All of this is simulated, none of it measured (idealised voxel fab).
Documented hereafter: the process module known as voxel air gaps.
FYI the section here is cut, 295 nm wide, cells are 5 nm squares.
Cross-section layout: square cells on a grid; listed as bands, top to bottom; a band spans one or more cell rows.
Band: top and bottom heights (nm) first, top before bottom; then materials from left to right, widths in nm. "all across" marks a sole material filling the band edge to edge. "air" denotes empty space.
For the purposes of this specification, 0 denotes the height below which the wafer in its as-received condition is composed wholly of one material, and the lowermost band, lacking a lower limit, extends downward without end, as expressed in "0 and below".
Graded width ("30->40"): value in top row of band = first number; value in bottom row = second number; row-to-row change constant.
The designation "nothing changed", where it is given for a processing step, indicates that no cell of the cross-section was altered in the course of that step.
You'll see "Sealed void listing" listing empty spaces that have no way open to the top, as long as they're 8 cells or more; the notation is width x height at distance, where the distance is from the left edge, and all of it is in nm.
Text after the settings on a step's line: the simulator's own remark on that step.
overlay nm: mask right of planned place by this much (step with mask). Neg. = left.

Here's what the planned process steps look like
1. RECEIVE: material Si
2. CONFORMAL_DEP: material SiO2, thk nm 15
3. CONFORMAL_DEP: material SiCN, thk nm 5
4. DIRECTIONAL_DEP: material SiO2, thk nm 40
5. DIRECTIONAL_DEP: material aC, thk nm 10
6. PATTERN: tone open, mask id LINES, material resist, width nm 15, pitch nm 45, thk nm 30, overlay nm 0
7. DIRECTIONAL_ETCH: etch materials aC, depth nm 10
8. STRIP: etch materials resist
9. DIRECTIONAL_ETCH: etch materials SiO2, depth nm 40
10. STRIP: etch materials aC
11. CONFORMAL_DEP: material TiN, thk nm 5
12. FILL_DEP: material W, thk nm 5
13. CMP: height nm 60
14. EPI: material Ru, thk nm 10
15. SELECTIVE_ETCH: etch materials SiO2, depth nm 50
16. CONFORMAL_DEP: material SiCN, thk nm 5

This is the cross-section of the wafer as we received it, i.e. after step 1
	0 and below: Si all across
	Sealed void listing: none

Module complete - cross-section of the first of two wafers, run according to plan
	75 down to 70: 80 nm air  135 nm SiCN  80 nm air
	70 down to 60: 80 nm air  5 nm SiCN  35 nm Ru  10 nm SiCN  35 nm Ru  10 nm SiCN  35 nm Ru  5 nm SiCN  80 nm air
	60 down to 55: 80 nm air  15 nm SiCN  5 nm TiN  5 nm W  5 nm TiN  30 nm SiCN  5 nm TiN  5 nm W  5 nm TiN  30 nm SiCN  5 nm TiN  5 nm W  5 nm TiN  15 nm SiCN  80 nm air
	55 down to 25: 90 nm air  5 nm SiCN  5 nm TiN  5 nm W  5 nm TiN  5 nm SiCN  20 nm air  5 nm SiCN  5 nm TiN  5 nm W  5 nm TiN  5 nm SiCN  20 nm air  5 nm SiCN  5 nm TiN  5 nm W  5 nm TiN  5 nm SiCN  90 nm air
	25 down to 20: 95 nm SiCN  15 nm TiN  30 nm SiCN  15 nm TiN  30 nm SiCN  15 nm TiN  95 nm SiCN
	20 down to 15: SiCN all across
	15 down to 0: SiO2 all across
	0 and below: Si all across
	Sealed void listing: 20 x 30 at 115; 20 x 30 at 160

This is the second of the two wafers, cross-sectioned at the end of the module; it started exactly like the first and was given the same plan, but it was run with one mistake
	75 down to 70: SiCN all across
	70 down to 60: Ru all across
	60 down to 55: 100 nm TiN  5 nm W  40 nm TiN  5 nm W  40 nm TiN  5 nm W  100 nm TiN
	55 down to 25: 95 nm SiO2  5 nm TiN  5 nm W  5 nm TiN  30 nm SiO2  5 nm TiN  5 nm W  5 nm TiN  30 nm SiO2  5 nm TiN  5 nm W  5 nm TiN  95 nm SiO2
	25 down to 20: 95 nm SiO2  15 nm TiN  30 nm SiO2  15 nm TiN  30 nm SiO2  15 nm TiN  95 nm SiO2
	20 down to 15: SiCN all across
	15 down to 0: SiO2 all across
	0 and below: Si all across
	Sealed void listing: none
Run error: step 4 was not run as planned; what actually ran was DIRECTIONAL_DEP: material SiO2, thk nm 35
Final comparison by cell count, materials where the second wafer has more or fewer than the first: +76 Ru | -84 SiCN | +350 SiO2 | +50 TiN
First wafer closed voids (final) = 2; second wafer closed voids (final) = 0.
